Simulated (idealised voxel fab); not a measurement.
Process module in this document: voxel wiring stack
The cross-section on display is named cut; it measures 140 nm wide, and its cells are 5 nm squares.
Format of a cross-section: grid, square cells. Given as bands. Order: top down. Band: one or more rows of cells.
In this notation a band is specified by the heights of its top and bottom, in that order and in nm, after which its materials appear from left to right, each paired with its width in nm. The word "all across" attached to a single material means that material fills the band from edge to edge; the word "air" stands for empty space.
Where do heights start? At 0: under that level the wafer as delivered is made of one material only. And the lowest band has no floor; it just carries on downward, as in "0..down".
A width given as "30 to 40" starts at the first number in the band's top row and ends at the second number in its bottom row, shifting by an equal amount at every step from row to row.
You'll sometimes find "left unchanged" written for a step, and that's the way of saying that nowhere in the cross-section did a cell change during that step.
Listed in "Completely sealed voids": every empty space of 8 or more cells without an open way to the top. Form: width x height at distance, the distance being from the left edge, all in nm.
It should be noted that, on the line of a given step, the content following the step's settings is a remark produced by the simulator itself with respect to that step.
What "overlay nm" on a step's line means: if the step has a mask, that mask lay this far to the right of its planned place, or, when the value is negative, to the left.

The steps planned for the process are as follows:
1: RECEIVE [material Si]
2: CONFORMAL_DEP [material SiO2] [thk nm 10]
3: CONFORMAL_DEP [material SiN] [thk nm 5]
4: DIRECTIONAL_DEP [material lowk] [thk nm 15]
5: PATTERN [tone open] [mask id METAL_1] [material resist] [width nm 30] [pitch nm 50] [thk nm 20] [overlay nm 0]
6: DIRECTIONAL_ETCH [etch materials lowk] [depth nm 15]
7: DIRECTIONAL_ETCH [etch materials SiN] [depth nm 5]
8: STRIP [etch materials resist]
9: CONFORMAL_DEP [material TiN] [thk nm 5]
10: FILL_DEP [material Cu] [thk nm 5]
11: CMP [height nm 30]
12: CONFORMAL_DEP [material SiCN] [thk nm 5]
13: DIRECTIONAL_DEP [material SiO2] [thk nm 30]
14: MASKED_ETCH [tone open] [mask id METAL_2_HOLES] [width nm 15] [pitch nm 50] [etch materials SiO2] [depth nm 30] [overlay nm 0]
15: DIRECTIONAL_DEP [material aC] [thk nm 15]
16: PATTERN [tone open] [mask id METAL_2] [material resist] [width nm 30] [pitch nm 50] [thk nm 30] [overlay nm 0]
17: DIRECTIONAL_ETCH [etch materials aC] [depth nm 15]
18: STRIP [etch materials resist]
19: DIRECTIONAL_ETCH [etch materials SiO2] [depth nm 15]
20: DIRECTIONAL_ETCH [etch materials SiCN] [depth nm 5]
21: STRIP [etch materials aC]
22: CONFORMAL_DEP [material TiN] [thk nm 5]
23: FILL_DEP [material Cu] [thk nm 5]
24: CMP [height nm 65]
25: CONFORMAL_DEP [material SiCN] [thk nm 5]
26: DIRECTIONAL_DEP [material lowk] [thk nm 10]
27: PATTERN [tone open] [mask id PLUG_2] [material resist] [width nm 15] [pitch nm 50] [thk nm 15] [overlay nm 0]
28: DIRECTIONAL_ETCH [etch materials lowk] [depth nm 10]
29: DIRECTIONAL_ETCH [etch materials SiCN] [depth nm 5]
30: STRIP [etch materials resist]
31: EPI [material Ru] [thk nm 10]
32: EPI [material Ru] [thk nm 5]
33: CONFORMAL_DEP [material SiCN] [thk nm 5]
34: DIRECTIONAL_DEP [material lowk] [thk nm 15]
35: PATTERN [tone open] [mask id METAL_3] [material resist] [width nm 30] [pitch nm 50] [thk nm 20] [overlay nm 0]
36: DIRECTIONAL_ETCH [etch materials lowk] [depth nm 15]
37: DIRECTIONAL_ETCH [etch materials SiCN] [depth nm 5]
38: STRIP [etch materials resist]
39: CONFORMAL_DEP [material TiN] [thk nm 5]
40: FILL_DEP [material Ru] [thk nm 5]
41: CMP [height nm 100]
42: EPI [material Ru] [thk nm 5]
43: FILL_DEP [material SiCN] [thk nm 5]
44: DIRECTIONAL_DEP [material lowk] [thk nm 30]
45: PATTERN [tone open] [mask id METAL_4_HOLES] [material resist] [width nm 15] [thk nm 20] [overlay nm 0]
46: DIRECTIONAL_ETCH [etch materials lowk] [depth nm 30]
47: STRIP [etch materials resist]
48: PATTERN [tone open] [mask id METAL_4] [material resist] [width nm 30] [pitch nm 50] [thk nm 15] [overlay nm 0]
49: DIRECTIONAL_ETCH [etch materials lowk] [depth nm 15]
50: DIRECTIONAL_ETCH [etch materials SiCN] [depth nm 5]
51: STRIP [etch materials resist]
52: CONFORMAL_DEP [material TiN] [thk nm 5]
53: FILL_DEP [material Cu] [thk nm 10]
54: CMP [height nm 140]
55: CONFORMAL_DEP [material SiN] [thk nm 5]

The first wafer of two, processed as planned:

Cross-section of the wafer as it came to us, i.e., already through step 1:
  0..down: Si all across
  Completely sealed voids: none

Once step 2 is through, the wafer looks like this in cross-section:
  10..0: SiO2 all across
  Under 0: no change, same as before.

Once step 3 is through, the wafer looks like this in cross-section:
  15..10: SiN all across
  Under 10: no change, same as before.

Once step 4 is through, the wafer looks like this in cross-section:
  30..15: lowk all across
  Under 15: no change, same as before.

Once step 5 is through, the wafer looks like this in cross-section:
  50..30: resist=30  air=30  resist=20  air=30  resist=30
  Under 30: no change, same as before.

Once step 6 is through, the wafer looks like this in cross-section:
  50..30: resist=30  air=30  resist=20  air=30  resist=30
  30..15: lowk=30  air=30  lowk=20  air=30  lowk=30
  Under 15: no change, same as before.

Once step 7 is through, the wafer looks like this in cross-section:
  50..30: resist=30  air=30  resist=20  air=30  resist=30
  30..15: lowk=30  air=30  lowk=20  air=30  lowk=30
  15..10: SiN=30  air=30  SiN=20  air=30  SiN=30
  Under 10: no change, same as before.

Once step 8 is through, the wafer looks like this in cross-section:
  30..15: lowk=30  air=30  lowk=20  air=30  lowk=30
  Under 15: no change, same as before.

Once step 9 is through, the wafer looks like this in cross-section:
  35..30: TiN=35  air=20  TiN=30  air=20  TiN=35
  30..15: lowk=30  TiN=5  air=20  TiN=5  lowk=20  TiN=5  air=20  TiN=5  lowk=30
  15..10: SiN=30  TiN=30  SiN=20  TiN=30  SiN=30
  Under 10: no change, same as before.

Once step 10 is through, the wafer looks like this in cross-section:
  40..35: Cu all across
  35..30: TiN=35  Cu=20  TiN=30  Cu=20  TiN=35
  30..15: lowk=30  TiN=5  Cu=20  TiN=5  lowk=20  TiN=5  Cu=20  TiN=5  lowk=30
  Under 15: no change, same as before.

Once step 11 is through, the wafer looks like this in cross-section:
  30..15: lowk=30  TiN=5  Cu=20  TiN=5  lowk=20  TiN=5  Cu=20  TiN=5  lowk=30
  Under 15: no change, same as before.

Once step 12 is through, the wafer looks like this in cross-section:
  35..30: SiCN all across
  Under 30: no change, same as before.

Once step 13 is through, the wafer looks like this in cross-section:
  65..35: SiO2 all across
  Under 35: no change, same as before.

Once step 14 is through, the wafer looks like this in cross-section:
  65..35: SiO2=30  air=15  SiO2=35  air=15  SiO2=45
  Under 35: no change, same as before.

Once step 15 is through, the wafer looks like this in cross-section:
  80..65: aC=30  air=15  aC=35  air=15  aC=45
  65..50: SiO2=30  air=15  SiO2=35  air=15  SiO2=45
  50..35: SiO2=30  aC=15  SiO2=35  aC=15  SiO2=45
  Under 35: no change, same as before.

Once step 16 is through, the wafer looks like this in cross-section:
  110..80: resist=30  air=30  resist=20  air=30  resist=30
  Under 80: no change, same as before.

Once step 17 is through, the wafer looks like this in cross-section:
  95..80: resist=30  air=30  resist=20  air=30  resist=30
  80..65: aC=30  air=30  aC=20  air=30  aC=30
  65..35: SiO2=30  air=15  SiO2=35  air=15  SiO2=45
  Under 35: no change, same as before.

Once step 18 is through, the wafer looks like this in cross-section:
  80..65: aC=30  air=30  aC=20  air=30  aC=30
  Under 65: no change, same as before.

Once step 19 is through, the wafer looks like this in cross-section:
  80..65: aC=30  air=30  aC=20  air=30  aC=30
  65..50: SiO2=30  air=30  SiO2=20  air=30  SiO2=30
  Under 50: no change, same as before.

Once step 20 is through, the wafer looks like this in cross-section:
  80..65: aC=30  air=30  aC=20  air=30  aC=30
  65..50: SiO2=30  air=30  SiO2=20  air=30  SiO2=30
  50..35: SiO2=30  air=15  SiO2=35  air=15  SiO2=45
  35..30: SiCN=30  air=15  SiCN=35  air=15  SiCN=45
  Under 30: no change, same as before.

Once step 21 is through, the wafer looks like this in cross-section:
  65..50: SiO2=30  air=30  SiO2=20  air=30  SiO2=30
  Under 50: no change, same as before.

Once step 22 is through, the wafer looks like this in cross-section:
  70..65: TiN=35  air=20  TiN=30  air=20  TiN=35
  65..55: SiO2=30  TiN=5  air=20  TiN=5  SiO2=20  TiN=5  air=20  TiN=5  SiO2=30
  55..50: SiO2=30  TiN=5  air=5  TiN=20  SiO2=20  TiN=5  air=5  TiN=20  SiO2=30
  50..35: SiO2=30  TiN=5  air=5  TiN=5  SiO2=35  TiN=5  air=5  TiN=5  SiO2=45
  35..30: SiCN=30  TiN=15  SiCN=35  TiN=15  SiCN=45
  Under 30: no change, same as before.

Once step 23 is through, the wafer looks like this in cross-section:
  75..70: Cu all across
  70..65: TiN=35  Cu=20  TiN=30  Cu=20  TiN=35
  65..55: SiO2=30  TiN=5  Cu=20  TiN=5  SiO2=20  TiN=5  Cu=20  TiN=5  SiO2=30
  55..50: SiO2=30  TiN=5  Cu=5  TiN=20  SiO2=20  TiN=5  Cu=5  TiN=20  SiO2=30
  50..35: SiO2=30  TiN=5  Cu=5  TiN=5  SiO2=35  TiN=5  Cu=5  TiN=5  SiO2=45
  Under 35: no change, same as before.

Once step 24 is through, the wafer looks like this in cross-section:
  65..55: SiO2=30  TiN=5  Cu=20  TiN=5  SiO2=20  TiN=5  Cu=20  TiN=5  SiO2=30
  Under 55: no change, same as before.

Once step 25 is through, the wafer looks like this in cross-section:
  70..65: SiCN all across
  Under 65: no change, same as before.

Once step 26 is through, the wafer looks like this in cross-section:
  80..70: lowk all across
  Under 70: no change, same as before.

Once step 27 is through, the wafer looks like this in cross-section:
  95..80: resist=30  air=15  resist=35  air=15  resist=45
  Under 80: no change, same as before.

Once step 28 is through, the wafer looks like this in cross-section:
  95..80: resist=30  air=15  resist=35  air=15  resist=45
  80..70: lowk=30  air=15  lowk=35  air=15  lowk=45
  Under 70: no change, same as before.

Once step 29 is through, the wafer looks like this in cross-section:
  95..80: resist=30  air=15  resist=35  air=15  resist=45
  80..70: lowk=30  air=15  lowk=35  air=15  lowk=45
  70..65: SiCN=30  air=15  SiCN=35  air=15  SiCN=45
  Under 65: no change, same as before.

Once step 30 is through, the wafer looks like this in cross-section:
  80..70: lowk=30  air=15  lowk=35  air=15  lowk=45
  Under 70: no change, same as before.

Once step 31 is through, the wafer looks like this in cross-section:
  80..75: lowk=30  air=15  lowk=35  air=15  lowk=45
  75..70: lowk=30  Ru=15  lowk=35  Ru=15  lowk=45
  70..65: SiCN=30  Ru=15  SiCN=35  Ru=15  SiCN=45
  Under 65: no change, same as before.

Once step 32 is through, the wafer looks like this in cross-section:
  80..70: lowk=30  Ru=15  lowk=35  Ru=15  lowk=45
  Under 70: no change, same as before.

Once step 33 is through, the wafer looks like this in cross-section:
  85..80: SiCN all across
  Under 80: no change, same as before.

Once step 34 is through, the wafer looks like this in cross-section:
  100..85: lowk all across
  Under 85: no change, same as before.

Once step 35 is through, the wafer looks like this in cross-section:
  120..100: resist=30  air=30  resist=20  air=30  resist=30
  Under 100: no change, same as before.

Once step 36 is through, the wafer looks like this in cross-section:
  120..100: resist=30  air=30  resist=20  air=30  resist=30
  100..85: lowk=30  air=30  lowk=20  air=30  lowk=30
  Under 85: no change, same as before.

Once step 37 is through, the wafer looks like this in cross-section:
  120..100: resist=30  air=30  resist=20  air=30  resist=30
  100..85: lowk=30  air=30  lowk=20  air=30  lowk=30
  85..80: SiCN=30  air=30  SiCN=20  air=30  SiCN=30
  Under 80: no change, same as before.

Once step 38 is through, the wafer looks like this in cross-section:
  100..85: lowk=30  air=30  lowk=20  air=30  lowk=30
  Under 85: no change, same as before.

Once step 39 is through, the wafer looks like this in cross-section:
  105..100: TiN=35  air=20  TiN=30  air=20  TiN=35
  100..85: lowk=30  TiN=5  air=20  TiN=5  lowk=20  TiN=5  air=20  TiN=5  lowk=30
  85..80: SiCN=30  TiN=30  SiCN=20  TiN=30  SiCN=30
  Under 80: no change, same as before.

Once step 40 is through, the wafer looks like this in cross-section:
  110..105: Ru all across
  105..100: TiN=35  Ru=20  TiN=30  Ru=20  TiN=35
  100..85: lowk=30  TiN=5  Ru=20  TiN=5  lowk=20  TiN=5  Ru=20  TiN=5  lowk=30
  Under 85: no change, same as before.

Once step 41 is through, the wafer looks like this in cross-section:
  100..85: lowk=30  TiN=5  Ru=20  TiN=5  lowk=20  TiN=5  Ru=20  TiN=5  lowk=30
  Under 85: no change, same as before.

Once step 42 is through, the wafer looks like this in cross-section:
  105..100: air=25  Ru=40  air=10  Ru=40  air=25
  Under 100: no change, same as before.

Once step 43 is through, the wafer looks like this in cross-section:
  110..105: SiCN all across
  105..100: SiCN=25  Ru=40  SiCN=10  Ru=40  SiCN=25
  Under 100: no change, same as before.

Once step 44 is through, the wafer looks like this in cross-section:
  140..110: lowk all across
  Under 110: no change, same as before.

Once step 45 is through, the wafer looks like this in cross-section:
  160..140: resist=30  air=15  resist=95
  Under 140: no change, same as before.

Once step 46 is through, the wafer looks like this in cross-section:
  160..140: resist=30  air=15  resist=95
  140..110: lowk=30  air=15  lowk=95
  Under 110: no change, same as before.

Once step 47 is through, the wafer looks like this in cross-section:
  140..110: lowk=30  air=15  lowk=95
  Under 110: no change, same as before.

Once step 48 is through, the wafer looks like this in cross-section:
  155..140: resist=30  air=30  resist=20  air=30  resist=30
  Under 140: no change, same as before.

Once step 49 is through, the wafer looks like this in cross-section:
  155..140: resist=30  air=30  resist=20  air=30  resist=30
  140..125: lowk=30  air=30  lowk=20  air=30  lowk=30
  Under 125: no change, same as before.

Once step 50 is through, the wafer looks like this in cross-section:
  155..140: resist=30  air=30  resist=20  air=30  resist=30
  140..125: lowk=30  air=30  lowk=20  air=30  lowk=30
  125..110: lowk=30  air=15  lowk=95
  110..105: SiCN=30  air=15  SiCN=95
  Under 105: no change, same as before.

Once step 51 is through, the wafer looks like this in cross-section:
  140..125: lowk=30  air=30  lowk=20  air=30  lowk=30
  Under 125: no change, same as before.

Once step 52 is through, the wafer looks like this in cross-section:
  145..140: TiN=35  air=20  TiN=30  air=20  TiN=35
  140..130: lowk=30  TiN=5  air=20  TiN=5  lowk=20  TiN=5  air=20  TiN=5  lowk=30
  130..125: lowk=30  TiN=5  air=5  TiN=20  lowk=20  TiN=30  lowk=30
  125..110: lowk=30  TiN=5  air=5  TiN=5  lowk=95
  110..105: SiCN=30  TiN=15  SiCN=95
  Under 105: no change, same as before.

Once step 53 is through, the wafer looks like this in cross-section:
  155..145: Cu all across
  145..140: TiN=35  Cu=20  TiN=30  Cu=20  TiN=35
  140..130: lowk=30  TiN=5  Cu=20  TiN=5  lowk=20  TiN=5  Cu=20  TiN=5  lowk=30
  130..125: lowk=30  TiN=5  Cu=5  TiN=20  lowk=20  TiN=30  lowk=30
  125..110: lowk=30  TiN=5  Cu=5  TiN=5  lowk=95
  Under 110: no change, same as before.

Once step 54 is through, the wafer looks like this in cross-section:
  140..130: lowk=30  TiN=5  Cu=20  TiN=5  lowk=20  TiN=5  Cu=20  TiN=5  lowk=30
  Under 130: no change, same as before.

Once step 55 is through, the wafer looks like this in cross-section:
  145..140: SiN all across
  Under 140: no change, same as before.

Companion wafer, the second of two: same beginning, same intended sequence, one mistake in carrying it out; through step 1 inclusive it tracks the first exactly:

X-section, second wafer, when step 2 was due to finish:
  5..0: SiN all across
  Under 0: no change, same as before.

X-section, second wafer, when step 3 was due to finish:
  15..5: SiO2 all across
  Under 5: no change, same as before.

X-section, second wafer, when step 4 was due to finish:
  30..15: lowk all across
  Under 15: no change, same as before.

X-section, second wafer, when step 5 was due to finish:
  50..30: resist=30  air=30  resist=20  air=30  resist=30
  Under 30: no change, same as before.

X-section, second wafer, when step 6 was due to finish:
  50..30: resist=30  air=30  resist=20  air=30  resist=30
  30..15: lowk=30  air=30  lowk=20  air=30  lowk=30
  Under 15: no change, same as before.

X-section, second wafer, when step 7 was due to finish: left unchanged

X-section, second wafer, when step 8 was due to finish:
  30..15: lowk=30  air=30  lowk=20  air=30  lowk=30
  Under 15: no change, same as before.

X-section, second wafer, when step 9 was due to finish:
  35..30: TiN=35  air=20  TiN=30  air=20  TiN=35
  30..20: lowk=30  TiN=5  air=20  TiN=5  lowk=20  TiN=5  air=20  TiN=5  lowk=30
  20..15: lowk=30  TiN=30  lowk=20  TiN=30  lowk=30
  Under 15: no change, same as before.

X-section, second wafer, when step 10 was due to finish:
  40..35: Cu all across
  35..30: TiN=35  Cu=20  TiN=30  Cu=20  TiN=35
  30..20: lowk=30  TiN=5  Cu=20  TiN=5  lowk=20  TiN=5  Cu=20  TiN=5  lowk=30
  Under 20: no change, same as before.

X-section, second wafer, when step 11 was due to finish:
  30..20: lowk=30  TiN=5  Cu=20  TiN=5  lowk=20  TiN=5  Cu=20  TiN=5  lowk=30
  Under 20: no change, same as before.

X-section, second wafer, when step 12 was due to finish:
  35..30: SiCN all across
  Under 30: no change, same as before.

X-section, second wafer, when step 13 was due to finish:
  65..35: SiO2 all across
  Under 35: no change, same as before.

X-section, second wafer, when step 14 was due to finish:
  65..35: SiO2=30  air=15  SiO2=35  air=15  SiO2=45
  Under 35: no change, same as before.

X-section, second wafer, when step 15 was due to finish:
  80..65: aC=30  air=15  aC=35  air=15  aC=45
  65..50: SiO2=30  air=15  SiO2=35  air=15  SiO2=45
  50..35: SiO2=30  aC=15  SiO2=35  aC=15  SiO2=45
  Under 35: no change, same as before.

X-section, second wafer, when step 16 was due to finish:
  110..80: resist=30  air=30  resist=20  air=30  resist=30
  Under 80: no change, same as before.

X-section, second wafer, when step 17 was due to finish:
  95..80: resist=30  air=30  resist=20  air=30  resist=30
  80..65: aC=30  air=30  aC=20  air=30  aC=30
  65..35: SiO2=30  air=15  SiO2=35  air=15  SiO2=45
  Under 35: no change, same as before.

X-section, second wafer, when step 18 was due to finish:
  80..65: aC=30  air=30  aC=20  air=30  aC=30
  Under 65: no change, same as before.

X-section, second wafer, when step 19 was due to finish:
  80..65: aC=30  air=30  aC=20  air=30  aC=30
  65..50: SiO2=30  air=30  SiO2=20  air=30  SiO2=30
  Under 50: no change, same as before.

X-section, second wafer, when step 20 was due to finish:
  80..65: aC=30  air=30  aC=20  air=30  aC=30
  65..50: SiO2=30  air=30  SiO2=20  air=30  SiO2=30
  50..35: SiO2=30  air=15  SiO2=35  air=15  SiO2=45
  35..30: SiCN=30  air=15  SiCN=35  air=15  SiCN=45
  Under 30: no change, same as before.

X-section, second wafer, when step 21 was due to finish:
  65..50: SiO2=30  air=30  SiO2=20  air=30  SiO2=30
  Under 50: no change, same as before.

X-section, second wafer, when step 22 was due to finish:
  70..65: TiN=35  air=20  TiN=30  air=20  TiN=35
  65..55: SiO2=30  TiN=5  air=20  TiN=5  SiO2=20  TiN=5  air=20  TiN=5  SiO2=30
  55..50: SiO2=30  TiN=5  air=5  TiN=20  SiO2=20  TiN=5  air=5  TiN=20  SiO2=30
  50..35: SiO2=30  TiN=5  air=5  TiN=5  SiO2=35  TiN=5  air=5  TiN=5  SiO2=45
  35..30: SiCN=30  TiN=15  SiCN=35  TiN=15  SiCN=45
  Under 30: no change, same as before.

X-section, second wafer, when step 23 was due to finish:
  75..70: Cu all across
  70..65: TiN=35  Cu=20  TiN=30  Cu=20  TiN=35
  65..55: SiO2=30  TiN=5  Cu=20  TiN=5  SiO2=20  TiN=5  Cu=20  TiN=5  SiO2=30
  55..50: SiO2=30  TiN=5  Cu=5  TiN=20  SiO2=20  TiN=5  Cu=5  TiN=20  SiO2=30
  50..35: SiO2=30  TiN=5  Cu=5  TiN=5  SiO2=35  TiN=5  Cu=5  TiN=5  SiO2=45
  Under 35: no change, same as before.

X-section, second wafer, when step 24 was due to finish:
  65..55: SiO2=30  TiN=5  Cu=20  TiN=5  SiO2=20  TiN=5  Cu=20  TiN=5  SiO2=30
  Under 55: no change, same as before.

X-section, second wafer, when step 25 was due to finish:
  70..65: SiCN all across
  Under 65: no change, same as before.

X-section, second wafer, when step 26 was due to finish:
  80..70: lowk all across
  Under 70: no change, same as before.

X-section, second wafer, when step 27 was due to finish:
  95..80: resist=30  air=15  resist=35  air=15  resist=45
  Under 80: no change, same as before.

X-section, second wafer, when step 28 was due to finish:
  95..80: resist=30  air=15  resist=35  air=15  resist=45
  80..70: lowk=30  air=15  lowk=35  air=15  lowk=45
  Under 70: no change, same as before.

X-section, second wafer, when step 29 was due to finish:
  95..80: resist=30  air=15  resist=35  air=15  resist=45
  80..70: lowk=30  air=15  lowk=35  air=15  lowk=45
  70..65: SiCN=30  air=15  SiCN=35  air=15  SiCN=45
  Under 65: no change, same as before.

X-section, second wafer, when step 30 was due to finish:
  80..70: lowk=30  air=15  lowk=35  air=15  lowk=45
  Under 70: no change, same as before.

X-section, second wafer, when step 31 was due to finish:
  80..75: lowk=30  air=15  lowk=35  air=15  lowk=45
  75..70: lowk=30  Ru=15  lowk=35  Ru=15  lowk=45
  70..65: SiCN=30  Ru=15  SiCN=35  Ru=15  SiCN=45
  Under 65: no change, same as before.

X-section, second wafer, when step 32 was due to finish:
  80..70: lowk=30  Ru=15  lowk=35  Ru=15  lowk=45
  Under 70: no change, same as before.

X-section, second wafer, when step 33 was due to finish:
  85..80: SiCN all across
  Under 80: no change, same as before.

X-section, second wafer, when step 34 was due to finish:
  100..85: lowk all across
  Under 85: no change, same as before.

X-section, second wafer, when step 35 was due to finish:
  120..100: resist=30  air=30  resist=20  air=30  resist=30
  Under 100: no change, same as before.

X-section, second wafer, when step 36 was due to finish:
  120..100: resist=30  air=30  resist=20  air=30  resist=30
  100..85: lowk=30  air=30  lowk=20  air=30  lowk=30
  Under 85: no change, same as before.

X-section, second wafer, when step 37 was due to finish:
  120..100: resist=30  air=30  resist=20  air=30  resist=30
  100..85: lowk=30  air=30  lowk=20  air=30  lowk=30
  85..80: SiCN=30  air=30  SiCN=20  air=30  SiCN=30
  Under 80: no change, same as before.

X-section, second wafer, when step 38 was due to finish:
  100..85: lowk=30  air=30  lowk=20  air=30  lowk=30
  Under 85: no change, same as before.

X-section, second wafer, when step 39 was due to finish:
  105..100: TiN=35  air=20  TiN=30  air=20  TiN=35
  100..85: lowk=30  TiN=5  air=20  TiN=5  lowk=20  TiN=5  air=20  TiN=5  lowk=30
  85..80: SiCN=30  TiN=30  SiCN=20  TiN=30  SiCN=30
  Under 80: no change, same as before.

X-section, second wafer, when step 40 was due to finish:
  110..105: Ru all across
  105..100: TiN=35  Ru=20  TiN=30  Ru=20  TiN=35
  100..85: lowk=30  TiN=5  Ru=20  TiN=5  lowk=20  TiN=5  Ru=20  TiN=5  lowk=30
  Under 85: no change, same as before.

X-section, second wafer, when step 41 was due to finish:
  100..85: lowk=30  TiN=5  Ru=20  TiN=5  lowk=20  TiN=5  Ru=20  TiN=5  lowk=30
  Under 85: no change, same as before.

X-section, second wafer, when step 42 was due to finish:
  105..100: air=25  Ru=40  air=10  Ru=40  air=25
  Under 100: no change, same as before.

X-section, second wafer, when step 43 was due to finish:
  110..105: SiCN all across
  105..100: SiCN=25  Ru=40  SiCN=10  Ru=40  SiCN=25
  Under 100: no change, same as before.

X-section, second wafer, when step 44 was due to finish:
  140..110: lowk all across
  Under 110: no change, same as before.

X-section, second wafer, when step 45 was due to finish:
  160..140: resist=30  air=15  resist=95
  Under 140: no change, same as before.

X-section, second wafer, when step 46 was due to finish:
  160..140: resist=30  air=15  resist=95
  140..110: lowk=30  air=15  lowk=95
  Under 110: no change, same as before.

X-section, second wafer, when step 47 was due to finish:
  140..110: lowk=30  air=15  lowk=95
  Under 110: no change, same as before.

X-section, second wafer, when step 48 was due to finish:
  155..140: resist=30  air=30  resist=20  air=30  resist=30
  Under 140: no change, same as before.

X-section, second wafer, when step 49 was due to finish:
  155..140: resist=30  air=30  resist=20  air=30  resist=30
  140..125: lowk=30  air=30  lowk=20  air=30  lowk=30
  Under 125: no change, same as before.

X-section, second wafer, when step 50 was due to finish:
  155..140: resist=30  air=30  resist=20  air=30  resist=30
  140..125: lowk=30  air=30  lowk=20  air=30  lowk=30
  125..110: lowk=30  air=15  lowk=95
  110..105: SiCN=30  air=15  SiCN=95
  Under 105: no change, same as before.

X-section, second wafer, when step 51 was due to finish:
  140..125: lowk=30  air=30  lowk=20  air=30  lowk=30
  Under 125: no change, same as before.

X-section, second wafer, when step 52 was due to finish:
  145..140: TiN=35  air=20  TiN=30  air=20  TiN=35
  140..130: lowk=30  TiN=5  air=20  TiN=5  lowk=20  TiN=5  air=20  TiN=5  lowk=30
  130..125: lowk=30  TiN=5  air=5  TiN=20  lowk=20  TiN=30  lowk=30
  125..110: lowk=30  TiN=5  air=5  TiN=5  lowk=95
  110..105: SiCN=30  TiN=15  SiCN=95
  Under 105: no change, same as before.

X-section, second wafer, when step 53 was due to finish:
  155..145: Cu all across
  145..140: TiN=35  Cu=20  TiN=30  Cu=20  TiN=35
  140..130: lowk=30  TiN=5  Cu=20  TiN=5  lowk=20  TiN=5  Cu=20  TiN=5  lowk=30
  130..125: lowk=30  TiN=5  Cu=5  TiN=20  lowk=20  TiN=30  lowk=30
  125..110: lowk=30  TiN=5  Cu=5  TiN=5  lowk=95
  Under 110: no change, same as before.

X-section, second wafer, when step 54 was due to finish:
  140..130: lowk=30  TiN=5  Cu=20  TiN=5  lowk=20  TiN=5  Cu=20  TiN=5  lowk=30
  Under 130: no change, same as before.

X-section, second wafer, when step 55 was due to finish:
  145..140: SiN all across
  Under 140: no change, same as before.
So what did we get wrong on this run? plan vs actual: 2 and 3 interchanged
Per the end-of-run cell counts, the second wafer holds more or fewer of some materials than the first: 8 fewer of Cu, 12 more of SiN, 4 fewer of TiN
